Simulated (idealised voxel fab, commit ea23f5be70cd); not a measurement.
Process module name: voxel capacitor over wiring
Section shown: cut. Width: 225 nm. Cell size: 5 nm, square.
In this document a cross-section is written as a grid of square cells. It is given as a series of bands, listed from the top down, and a band is one or more rows of cells. The band entry comprises the height of the band's top followed by the height of its bottom, expressed in nm, and subsequently the band's materials from left to right, each stated together with its width in nm. Where a single material is marked with the word "edge to edge", that material fills the band from edge to edge. The word "blank" represents empty space. Height is counted from the level 0, under which the received wafer is composed throughout of one material. The lowest of the bands is not closed at the bottom but continues downward, in the notation "from 0 down". The two numbers in a width such as "30 to 40" mark its ends across the band: the first belongs to the top row of cells, the second to the bottom row, and from each row to the next the width moves by the same amount. No cell of the cross-section changed in a step that is given as "stayed the same". Look at "Sealed void list" for the closed voids: empty spaces with no open path to the top, sized 8 cells or up. Each is width x height at distance, distance from the left edge, all nm. On a step's line, text after the settings is the simulator commenting on that step. The line of a step may include "overlay nm". On a step with a mask, this value is how far to the right of its planned place the mask lay. A negative value means the mask lay to the left.
PROCESS STEPS FORESEEN IN THE PLAN
1. RECEIVE, material Si
2. CONFORMAL_DEP, material SiO2, thk nm 10
3. DIRECTIONAL_DEP, material TiN, thk nm 5
4. DIRECTIONAL_DEP, material Ru, thk nm 20
5. PATTERN, tone cover, mask id METAL_1, material resist, width nm 20, pitch nm 80, thk nm 15, overlay nm 0
6. DIRECTIONAL_ETCH, etch materials Ru, depth nm 20
7. DIRECTIONAL_ETCH, etch materials TiN, depth nm 5
8. STRIP, etch materials resist
9. FILL_DEP, material lowk, thk nm 10
10. CMP, height nm 35
11. CONFORMAL_DEP, material SiCN, thk nm 5
12. DIRECTIONAL_DEP, material lowk, thk nm 20
13. DIRECTIONAL_DEP, material aC, thk nm 15
14. PATTERN, tone open, mask id PLUG_1, material resist, width nm 15, thk nm 35, overlay nm 0
15. DIRECTIONAL_ETCH, etch materials aC, depth nm 15
16. STRIP, etch materials resist
17. DIRECTIONAL_ETCH, etch materials lowk, depth nm 20
18. DIRECTIONAL_ETCH, etch materials SiCN, depth nm 5
19. STRIP, etch materials aC
20. CONFORMAL_DEP, material TiN, thk nm 5
21. FILL_DEP, material W, thk nm 10
22. CMP, height nm 60
23. DIRECTIONAL_DEP, material TiN, thk nm 5
24. DIRECTIONAL_DEP, material Al2O3, thk nm 5
25. DIRECTIONAL_DEP, material TiN, thk nm 5
26. MASKED_ETCH, tone cover, mask id UPPER_PLATE, width nm 65, etch materials TiN, depth nm 5, overlay nm 0
27. MASKED_ETCH, tone cover, mask id UPPER_PLATE, width nm 65, etch materials Al2O3, depth nm 5, overlay nm 0
28. DIRECTIONAL_DEP, material aC, thk nm 15
29. PATTERN, tone cover, mask id LOWER_PLATE, material resist, width nm 75, thk nm 30, overlay nm 0
30. DIRECTIONAL_ETCH, etch materials aC, depth nm 15
31. STRIP, etch materials resist
32. DIRECTIONAL_ETCH, etch materials TiN, depth nm 5
33. STRIP, etch materials aC
34. FILL_DEP, material SiO2, thk nm 20
35. CMP, height nm 90
36. DIRECTIONAL_DEP, material aC, thk nm 10
37. PATTERN, tone open, mask id PLUG_2, material resist, width nm 15, thk nm 30, overlay nm 0
38. DIRECTIONAL_ETCH, etch materials aC, depth nm 10
39. STRIP, etch materials resist
40. DIRECTIONAL_ETCH, etch materials SiO2, depth nm 15
41. STRIP, etch materials aC
42. CONFORMAL_DEP, material TiN, thk nm 5
43. FILL_DEP, material Cu, thk nm 5
44. CMP, height nm 90
45. CONFORMAL_DEP, material SiCN, thk nm 5
FIRST WAFER OUT OF TWO, PROCESSED AS PLANNED
INCOMING WAFER IN CROSS-SECTION (STATE: AFTER STEP 1)
	from 0 down: Si edge to edge
	Sealed void list: none
WAFER SECTION VIEW AFTER PROCESSING STEP 2
	from 10 to 0: SiO2 edge to edge
	Below 0 it's all the same as before, nothing changed down there.
WAFER SECTION VIEW AFTER PROCESSING STEP 3
	from 15 to 10: TiN edge to edge
	Below 10 it's all the same as before, nothing changed down there.
WAFER SECTION VIEW AFTER PROCESSING STEP 4
	from 35 to 15: Ru edge to edge
	Below 15 it's all the same as before, nothing changed down there.
WAFER SECTION VIEW AFTER PROCESSING STEP 5
	from 50 to 35: blank 60; resist 20; blank 60; resist 20; blank 65
	Below 35 it's all the same as before, nothing changed down there.
WAFER SECTION VIEW AFTER PROCESSING STEP 6
	from 50 to 35: blank 60; resist 20; blank 60; resist 20; blank 65
	from 35 to 15: blank 60; Ru 20; blank 60; Ru 20; blank 65
	Below 15 it's all the same as before, nothing changed down there.
WAFER SECTION VIEW AFTER PROCESSING STEP 7
	from 50 to 35: blank 60; resist 20; blank 60; resist 20; blank 65
	from 35 to 15: blank 60; Ru 20; blank 60; Ru 20; blank 65
	from 15 to 10: blank 60; TiN 20; blank 60; TiN 20; blank 65
	Below 10 it's all the same as before, nothing changed down there.
WAFER SECTION VIEW AFTER PROCESSING STEP 8
	from 35 to 15: blank 60; Ru 20; blank 60; Ru 20; blank 65
	Below 15 it's all the same as before, nothing changed down there.
WAFER SECTION VIEW AFTER PROCESSING STEP 9
	from 45 to 35: lowk edge to edge
	from 35 to 15: lowk 60; Ru 20; lowk 60; Ru 20; lowk 65
	from 15 to 10: lowk 60; TiN 20; lowk 60; TiN 20; lowk 65
	Below 10 it's all the same as before, nothing changed down there.
WAFER SECTION VIEW AFTER PROCESSING STEP 10
	from 35 to 15: lowk 60; Ru 20; lowk 60; Ru 20; lowk 65
	Below 15 it's all the same as before, nothing changed down there.
WAFER SECTION VIEW AFTER PROCESSING STEP 11
	from 40 to 35: SiCN edge to edge
	Below 35 it's all the same as before, nothing changed down there.
WAFER SECTION VIEW AFTER PROCESSING STEP 12
	from 60 to 40: lowk edge to edge
	Below 40 it's all the same as before, nothing changed down there.
WAFER SECTION VIEW AFTER PROCESSING STEP 13
	from 75 to 60: aC edge to edge
	Below 60 it's all the same as before, nothing changed down there.
WAFER SECTION VIEW AFTER PROCESSING STEP 14
	from 110 to 75: resist 65; blank 15; resist 145
	Below 75 it's all the same as before, nothing changed down there.
WAFER SECTION VIEW AFTER PROCESSING STEP 15
	from 95 to 75: resist 65; blank 15; resist 145
	from 75 to 60: aC 65; blank 15; aC 145
	Below 60 it's all the same as before, nothing changed down there.
WAFER SECTION VIEW AFTER PROCESSING STEP 16
	from 75 to 60: aC 65; blank 15; aC 145
	Below 60 it's all the same as before, nothing changed down there.
WAFER SECTION VIEW AFTER PROCESSING STEP 17
	from 75 to 60: aC 65; blank 15; aC 145
	from 60 to 40: lowk 65; blank 15; lowk 145
	Below 40 it's all the same as before, nothing changed down there.
WAFER SECTION VIEW AFTER PROCESSING STEP 18
	from 75 to 60: aC 65; blank 15; aC 145
	from 60 to 40: lowk 65; blank 15; lowk 145
	from 40 to 35: SiCN 65; blank 15; SiCN 145
	Below 35 it's all the same as before, nothing changed down there.
WAFER SECTION VIEW AFTER PROCESSING STEP 19
	from 60 to 40: lowk 65; blank 15; lowk 145
	Below 40 it's all the same as before, nothing changed down there.
WAFER SECTION VIEW AFTER PROCESSING STEP 20
	from 65 to 60: TiN 70; blank 5; TiN 150
	from 60 to 40: lowk 65; TiN 5; blank 5; TiN 5; lowk 145
	from 40 to 35: SiCN 65; TiN 15; SiCN 145
	Below 35 it's all the same as before, nothing changed down there.
WAFER SECTION VIEW AFTER PROCESSING STEP 21
	from 75 to 65: W edge to edge
	from 65 to 60: TiN 70; W 5; TiN 150
	from 60 to 40: lowk 65; TiN 5; W 5; TiN 5; lowk 145
	Below 40 it's all the same as before, nothing changed down there.
WAFER SECTION VIEW AFTER PROCESSING STEP 22
	from 60 to 40: lowk 65; TiN 5; W 5; TiN 5; lowk 145
	Below 40 it's all the same as before, nothing changed down there.
WAFER SECTION VIEW AFTER PROCESSING STEP 23
	from 65 to 60: TiN edge to edge
	Below 60 it's all the same as before, nothing changed down there.
WAFER SECTION VIEW AFTER PROCESSING STEP 24
	from 70 to 65: Al2O3 edge to edge
	Below 65 it's all the same as before, nothing changed down there.
WAFER SECTION VIEW AFTER PROCESSING STEP 25
	from 75 to 70: TiN edge to edge
	Below 70 it's all the same as before, nothing changed down there.
WAFER SECTION VIEW AFTER PROCESSING STEP 26
	from 75 to 70: blank 65; TiN 65; blank 95
	Below 70 it's all the same as before, nothing changed down there.
WAFER SECTION VIEW AFTER PROCESSING STEP 27
	from 75 to 70: blank 65; TiN 65; blank 95
	from 70 to 65: blank 65; Al2O3 65; blank 95
	Below 65 it's all the same as before, nothing changed down there.
WAFER SECTION VIEW AFTER PROCESSING STEP 28
	from 90 to 80: blank 65; aC 65; blank 95
	from 80 to 75: aC edge to edge
	from 75 to 70: aC 65; TiN 65; aC 95
	from 70 to 65: aC 65; Al2O3 65; aC 95
	Below 65 it's all the same as before, nothing changed down there.
WAFER SECTION VIEW AFTER PROCESSING STEP 29
	from 120 to 90: blank 60; resist 75; blank 90
	from 90 to 80: blank 60; resist 5; aC 65; resist 5; blank 90
	Below 80 it's all the same as before, nothing changed down there.
WAFER SECTION VIEW AFTER PROCESSING STEP 30
	from 105 to 90: blank 60; resist 75; blank 90
	from 90 to 80: blank 60; resist 5; aC 65; resist 5; blank 90
	from 80 to 75: blank 60; aC 75; blank 90
	from 75 to 70: blank 60; aC 5; TiN 65; aC 5; blank 90
	from 70 to 65: blank 60; aC 5; Al2O3 65; aC 5; blank 90
	Below 65 it's all the same as before, nothing changed down there.
WAFER SECTION VIEW AFTER PROCESSING STEP 31
	from 90 to 80: blank 65; aC 65; blank 95
	Below 80 it's all the same as before, nothing changed down there.
WAFER SECTION VIEW AFTER PROCESSING STEP 32
	from 90 to 80: blank 65; aC 65; blank 95
	from 80 to 75: blank 60; aC 75; blank 90
	from 75 to 70: blank 60; aC 5; TiN 65; aC 5; blank 90
	from 70 to 65: blank 60; aC 5; Al2O3 65; aC 5; blank 90
	from 65 to 60: blank 60; TiN 75; blank 90
	Below 60 it's all the same as before, nothing changed down there.
WAFER SECTION VIEW AFTER PROCESSING STEP 33
	from 75 to 70: blank 65; TiN 65; blank 95
	from 70 to 65: blank 65; Al2O3 65; blank 95
	Below 65 it's all the same as before, nothing changed down there.
WAFER SECTION VIEW AFTER PROCESSING STEP 34
	from 95 to 75: SiO2 edge to edge
	from 75 to 70: SiO2 65; TiN 65; SiO2 95
	from 70 to 65: SiO2 65; Al2O3 65; SiO2 95
	from 65 to 60: SiO2 60; TiN 75; SiO2 90
	Below 60 it's all the same as before, nothing changed down there.
WAFER SECTION VIEW AFTER PROCESSING STEP 35
	from 90 to 75: SiO2 edge to edge
	Below 75 it's all the same as before, nothing changed down there.
WAFER SECTION VIEW AFTER PROCESSING STEP 36
	from 100 to 90: aC edge to edge
	Below 90 it's all the same as before, nothing changed down there.
WAFER SECTION VIEW AFTER PROCESSING STEP 37
	from 130 to 100: resist 75; blank 15; resist 135
	Below 100 it's all the same as before, nothing changed down there.
WAFER SECTION VIEW AFTER PROCESSING STEP 38
	from 120 to 100: resist 75; blank 15; resist 135
	from 100 to 90: aC 75; blank 15; aC 135
	Below 90 it's all the same as before, nothing changed down there.
WAFER SECTION VIEW AFTER PROCESSING STEP 39
	from 100 to 90: aC 75; blank 15; aC 135
	Below 90 it's all the same as before, nothing changed down there.
WAFER SECTION VIEW AFTER PROCESSING STEP 40
	from 100 to 90: aC 75; blank 15; aC 135
	from 90 to 75: SiO2 75; blank 15; SiO2 135
	Below 75 it's all the same as before, nothing changed down there.
WAFER SECTION VIEW AFTER PROCESSING STEP 41
	from 90 to 75: SiO2 75; blank 15; SiO2 135
	Below 75 it's all the same as before, nothing changed down there.
WAFER SECTION VIEW AFTER PROCESSING STEP 42
	from 95 to 90: TiN 80; blank 5; TiN 140
	from 90 to 80: SiO2 75; TiN 5; blank 5; TiN 5; SiO2 135
	from 80 to 70: SiO2 75 to 65; TiN 15 to 65; SiO2 135 to 95
	Below 70 it's all the same as before, nothing changed down there.
WAFER SECTION VIEW AFTER PROCESSING STEP 43
	from 100 to 95: Cu edge to edge
	from 95 to 90: TiN 80; Cu 5; TiN 140
	from 90 to 80: SiO2 75; TiN 5; Cu 5; TiN 5; SiO2 135
	Below 80 it's all the same as before, nothing changed down there.
WAFER SECTION VIEW AFTER PROCESSING STEP 44
	from 90 to 80: SiO2 75; TiN 5; Cu 5; TiN 5; SiO2 135
	Below 80 it's all the same as before, nothing changed down there.
WAFER SECTION VIEW AFTER PROCESSING STEP 45
	from 95 to 90: SiCN edge to edge
	Below 90 it's all the same as before, nothing changed down there.
SECOND WAFER: LIKE START, LIKE PLAN, ONE MISTAKE. THROUGH STEP 23 IT MATCHES THE FIRST WAFER
SECOND WAFER CROSS-SECTION, TAKEN AS OF THE TIME THE PLAN SETS FOR STEP 24 TO BE DONE
	from 70 to 60: TiN edge to edge
	Below 60 it's all the same as before, nothing changed down there.
SECOND WAFER CROSS-SECTION, TAKEN AS OF THE TIME THE PLAN SETS FOR STEP 25 TO BE DONE
	from 75 to 70: Al2O3 edge to edge
	Below 70 it's all the same as before, nothing changed down there.
Second wafer cross-section, taken as of the time the plan sets for step 26 to be done: stayed the same
SECOND WAFER CROSS-SECTION, TAKEN AS OF THE TIME THE PLAN SETS FOR STEP 27 TO BE DONE
	from 75 to 70: blank 65; Al2O3 65; blank 95
	Below 70 it's all the same as before, nothing changed down there.
SECOND WAFER CROSS-SECTION, TAKEN AS OF THE TIME THE PLAN SETS FOR STEP 28 TO BE DONE
	from 90 to 85: blank 65; aC 65; blank 95
	from 85 to 75: aC edge to edge
	from 75 to 70: aC 65; Al2O3 65; aC 95
	Below 70 it's all the same as before, nothing changed down there.
SECOND WAFER CROSS-SECTION, TAKEN AS OF THE TIME THE PLAN SETS FOR STEP 29 TO BE DONE
	from 120 to 90: blank 60; resist 75; blank 90
	from 90 to 85: blank 60; resist 5; aC 65; resist 5; blank 90
	Below 85 it's all the same as before, nothing changed down there.
SECOND WAFER CROSS-SECTION, TAKEN AS OF THE TIME THE PLAN SETS FOR STEP 30 TO BE DONE
	from 105 to 90: blank 60; resist 75; blank 90
	from 90 to 85: blank 60; resist 5; aC 65; resist 5; blank 90
	from 85 to 75: blank 60; aC 75; blank 90
	from 75 to 70: blank 60; aC 5; Al2O3 65; aC 5; blank 90
	Below 70 it's all the same as before, nothing changed down there.
SECOND WAFER CROSS-SECTION, TAKEN AS OF THE TIME THE PLAN SETS FOR STEP 31 TO BE DONE
	from 90 to 85: blank 65; aC 65; blank 95
	Below 85 it's all the same as before, nothing changed down there.
SECOND WAFER CROSS-SECTION, TAKEN AS OF THE TIME THE PLAN SETS FOR STEP 32 TO BE DONE
	from 90 to 85: blank 65; aC 65; blank 95
	from 85 to 75: blank 60; aC 75; blank 90
	from 75 to 70: blank 60; aC 5; Al2O3 65; aC 5; blank 90
	from 70 to 65: blank 60; TiN 75; blank 90
	Below 65 it's all the same as before, nothing changed down there.
SECOND WAFER CROSS-SECTION, TAKEN AS OF THE TIME THE PLAN SETS FOR STEP 33 TO BE DONE
	from 75 to 70: blank 65; Al2O3 65; blank 95
	Below 70 it's all the same as before, nothing changed down there.
SECOND WAFER CROSS-SECTION, TAKEN AS OF THE TIME THE PLAN SETS FOR STEP 34 TO BE DONE
	from 95 to 75: SiO2 edge to edge
	from 75 to 70: SiO2 65; Al2O3 65; SiO2 95
	from 70 to 65: SiO2 60; TiN 75; SiO2 90
	Below 65 it's all the same as before, nothing changed down there.
SECOND WAFER CROSS-SECTION, TAKEN AS OF THE TIME THE PLAN SETS FOR STEP 35 TO BE DONE
	from 90 to 75: SiO2 edge to edge
	Below 75 it's all the same as before, nothing changed down there.
SECOND WAFER CROSS-SECTION, TAKEN AS OF THE TIME THE PLAN SETS FOR STEP 36 TO BE DONE
	from 100 to 90: aC edge to edge
	Below 90 it's all the same as before, nothing changed down there.
SECOND WAFER CROSS-SECTION, TAKEN AS OF THE TIME THE PLAN SETS FOR STEP 37 TO BE DONE
	from 130 to 100: resist 75; blank 15; resist 135
	Below 100 it's all the same as before, nothing changed down there.
SECOND WAFER CROSS-SECTION, TAKEN AS OF THE TIME THE PLAN SETS FOR STEP 38 TO BE DONE
	from 120 to 100: resist 75; blank 15; resist 135
	from 100 to 90: aC 75; blank 15; aC 135
	Below 90 it's all the same as before, nothing changed down there.
SECOND WAFER CROSS-SECTION, TAKEN AS OF THE TIME THE PLAN SETS FOR STEP 39 TO BE DONE
	from 100 to 90: aC 75; blank 15; aC 135
	Below 90 it's all the same as before, nothing changed down there.
SECOND WAFER CROSS-SECTION, TAKEN AS OF THE TIME THE PLAN SETS FOR STEP 40 TO BE DONE
	from 100 to 90: aC 75; blank 15; aC 135
	from 90 to 75: SiO2 75; blank 15; SiO2 135
	Below 75 it's all the same as before, nothing changed down there.
SECOND WAFER CROSS-SECTION, TAKEN AS OF THE TIME THE PLAN SETS FOR STEP 41 TO BE DONE
	from 90 to 75: SiO2 75; blank 15; SiO2 135
	Below 75 it's all the same as before, nothing changed down there.
SECOND WAFER CROSS-SECTION, TAKEN AS OF THE TIME THE PLAN SETS FOR STEP 42 TO BE DONE
	from 95 to 90: TiN 80; blank 5; TiN 140
	from 90 to 80: SiO2 75; TiN 5; blank 5; TiN 5; SiO2 135
	from 80 to 75: SiO2 75; TiN 15; SiO2 135
	Below 75 it's all the same as before, nothing changed down there.
SECOND WAFER CROSS-SECTION, TAKEN AS OF THE TIME THE PLAN SETS FOR STEP 43 TO BE DONE
	from 100 to 95: Cu edge to edge
	from 95 to 90: TiN 80; Cu 5; TiN 140
	from 90 to 80: SiO2 75; TiN 5; Cu 5; TiN 5; SiO2 135
	Below 80 it's all the same as before, nothing changed down there.
SECOND WAFER CROSS-SECTION, TAKEN AS OF THE TIME THE PLAN SETS FOR STEP 44 TO BE DONE
	from 90 to 80: SiO2 75; TiN 5; Cu 5; TiN 5; SiO2 135
	Below 80 it's all the same as before, nothing changed down there.
SECOND WAFER CROSS-SECTION, TAKEN AS OF THE TIME THE PLAN SETS FOR STEP 45 TO BE DONE
	from 95 to 90: SiCN edge to edge
	Below 90 it's all the same as before, nothing changed down there.
what went wrong: sequence error: steps 24 and 25 interchanged
Once processing is complete, comparing cell counts shows that the second wafer has more or fewer of certain materials than the first: -32 SiO2 | +32 TiN
